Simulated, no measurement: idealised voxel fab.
A process module follows: voxel ribs on slabs.
For reference, the cross-section in this document is cut, with width 235 nm and square cells of 5 nm.
For the purposes of this document, a cross-section shall be understood as a grid of square cells, specified as bands listed in top-to-bottom order, each band consisting of one or more rows of cells.
In this notation a band is specified by the heights of its top and bottom, in that order and in nm, after which its materials appear from left to right, each paired with its width in nm. The word "edge to edge" attached to a single material means that material fills the band from edge to edge; the word "blank" stands for empty space.
A quick word on heights: they are counted from 0, and under that level the wafer as it came to us is one material throughout. The lowest band is different from the rest in having no bottom; it simply continues downward, written as in "0 -> down".
Graded width ("30->40"): value in top row of band = first number; value in bottom row = second number; row-to-row change constant.
Take "remained the same" at face value: in the step it is given for, the cross-section changed in none of its cells.
Empty spaces counting at least 8 cells and having no open way to the top are listed in "Sealed void list". The notation width x height at distance is used for each, the distance being from the left edge and all three values in nm.
after a step's settings: what the simulator itself notes on the step
Among the settings permitted on a step's line is "overlay nm"; applied to a step with a mask, it specifies the extent to which the mask lay to the right of its planned position, whereas a negative figure signifies a position to the left.

## Process steps - plan
1 RECEIVE [material Si]
2 DIRECTIONAL_DEP [material SiO2] [thk nm 25]
3 DIRECTIONAL_DEP [material polySi] [thk nm 20]
4 DIRECTIONAL_DEP [material aC] [thk nm 10]
5 PATTERN [tone cover] [mask id RIB] [material resist] [width nm 30] [thk nm 25] [overlay nm 0]
6 DIRECTIONAL_ETCH [etch materials aC] [depth nm 10]
7 STRIP [etch materials resist]
8 DIRECTIONAL_ETCH [etch materials polySi] [depth nm 10]
9 STRIP [etch materials aC]
10 MASKED_ETCH [tone cover] [mask id SLAB] [width nm 80] [etch materials polySi] [depth nm 10] [overlay nm 0]
11 FILL_DEP [material SiO2] [thk nm 25]
12 CMP [height nm 60]
13 DIRECTIONAL_DEP [material TiN] [thk nm 5]
14 PATTERN [tone cover] [mask id HEATER] [material resist] [width nm 30] [thk nm 15] [overlay nm 0]
15 DIRECTIONAL_ETCH [etch materials TiN] [depth nm 5]
16 STRIP [etch materials resist]
17 CONFORMAL_DEP [material SiO2] [thk nm 5]
Heads up: all these wafers start the same, and what changes between them is the width nm in step 14. The value you see in the plan is just what the first wafer got.

## After step 1, as received: first of several wafers, cross-section
  0 -> down: Si edge to edge
  Sealed void list: none

## First of several wafers in cross-section at module end, following the final step, step 17
  70 -> 65: blank=95 | SiO2=40 | blank=100
  65 -> 60: SiO2=100 | TiN=30 | SiO2=105
  60 -> 45: SiO2 edge to edge
  45 -> 35: SiO2=100 | polySi=30 | SiO2=105
  35 -> 25: SiO2=75 | polySi=80 | SiO2=80
  25 -> 0: SiO2 edge to edge
  0 -> down: Si edge to edge
  Sealed void list: none

## Cross-sectional depiction of the last of several wafers upon completion of the module
  70 -> 65: blank=85 | SiO2=65 | blank=85
  65 -> 60: SiO2=90 | TiN=55 | SiO2=90
  60 -> 45: SiO2 edge to edge
  45 -> 35: SiO2=100 | polySi=30 | SiO2=105
  35 -> 25: SiO2=75 | polySi=80 | SiO2=80
  25 -> 0: SiO2 edge to edge
  0 -> down: Si edge to edge
  Sealed void list: none

## Quick key for the table: a row per wafer, taken at the end of the module. For each material it tells you how many cells the wafer gained (+) or lost (-) since it came in, and the closed voids come after
width nm 30 | +569 SiO2 | +6 TiN | +44 polySi | Sealed void list: none
width nm 35 | +569 SiO2 | +7 TiN | +44 polySi | Sealed void list: none
width nm 40 | +569 SiO2 | +8 TiN | +44 polySi | Sealed void list: none
width nm 45 | +569 SiO2 | +9 TiN | +44 polySi | Sealed void list: none
width nm 50 | +569 SiO2 | +10 TiN | +44 polySi | Sealed void list: none
width nm 55 | +569 SiO2 | +11 TiN | +44 polySi | Sealed void list: none
